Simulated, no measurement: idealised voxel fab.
Name of the process module below: voxel ribs on slabs
Cross-section cut: width 265 nm, square cells of 5 nm.
In what follows, cross-sections appear as grids of square cells, described through bands that run from the top down, where every band is one or more rows of cells.
It is stipulated that each band's entry specify, in nanometres, the height of the top of the band and then that of its bottom, followed by the materials of the band in left-to-right sequence, each together with its width in nanometres. A single material marked by the word "full width" is understood to fill the band from edge to edge; the word "empty" is understood to denote empty space.
Where do heights start? At 0: under that level the wafer as delivered is made of one material only. And the lowest band has no floor; it just carries on downward, as in "top 0, no bottom".
The two numbers in a width such as "30..40" mark its ends across the band: the first belongs to the top row of cells, the second to the bottom row, and from each row to the next the width moves by the same amount.
Step note "no change" = no cross-section cell changed.
"Fully sealed cavities": sealed empty spaces, 8 cells or more, no open way to top, listed width x height at distance, with distance from the left edge and width, height and distance in nm.
Heads up: the bit after the settings on a step's line is the simulator's remark on that step.
"overlay nm" on a masked step: distance the mask lay right of its planned place, negative for left.
## The planned process steps are enumerated hereunder
1. RECEIVE | material Si
2. DIRECTIONAL_DEP | material SiO2 | thk nm 20
3. DIRECTIONAL_DEP | material polySi | thk nm 15
4. PATTERN | tone cover | mask id RIB | material resist | width nm 30 | thk nm 15 | overlay nm 0
5. DIRECTIONAL_ETCH | etch materials polySi | depth nm 5
6. STRIP | etch materials resist
7. PATTERN | tone cover | mask id SLAB | material resist | width nm 80 | thk nm 20 | overlay nm 0
8. DIRECTIONAL_ETCH | etch materials polySi | depth nm 10
9. STRIP | etch materials resist
10. FILL_DEP | material SiO2 | thk nm 20
11. CMP | height nm 50
12. DIRECTIONAL_DEP | material TiN | thk nm 5
13. DIRECTIONAL_DEP | material aC | thk nm 10
14. PATTERN | tone cover | mask id HEATER | material resist | width nm 40 | thk nm 25 | overlay nm 0
15. DIRECTIONAL_ETCH | etch materials aC | depth nm 10
16. STRIP | etch materials resist
17. DIRECTIONAL_ETCH | etch materials TiN | depth nm 5
18. STRIP | etch materials aC
19. CONFORMAL_DEP | material SiN | thk nm 5
## Step 1 complete: cross-section of the wafer as received
* top 0, no bottom = Si full width
* Fully sealed cavities: none
## Cross-section, first of two wafers, end of module, run as planned
* top 60, bottom 55 = empty: 105  SiN: 50  empty: 110
* top 55, bottom 50 = SiN: 110  TiN: 40  SiN: 115
* top 50, bottom 35 = SiO2 full width
* top 35, bottom 30 = SiO2: 115  polySi: 30  SiO2: 120
* top 30, bottom 20 = SiO2: 90  polySi: 80  SiO2: 95
* top 20, bottom 0 = SiO2 full width
* top 0, no bottom = Si full width
* Fully sealed cavities: none
## Second wafer cross-section at end of module - shared start and plan with the first, one mistake in the run
* top 60, bottom 55 = empty: 105  SiN: 50  empty: 110
* top 55, bottom 50 = SiN: 110  TiN: 40  SiN: 115
* top 50, bottom 40 = SiO2: 90  polySi: 80  SiO2: 95
* top 40, bottom 0 = SiO2 full width
* top 0, no bottom = Si full width
* Fully sealed cavities: none
Processing error: step 2 of the plan was carried out twice
at the end the second wafer has, in cells: SiO2: 6 more, polySi: 6 fewer
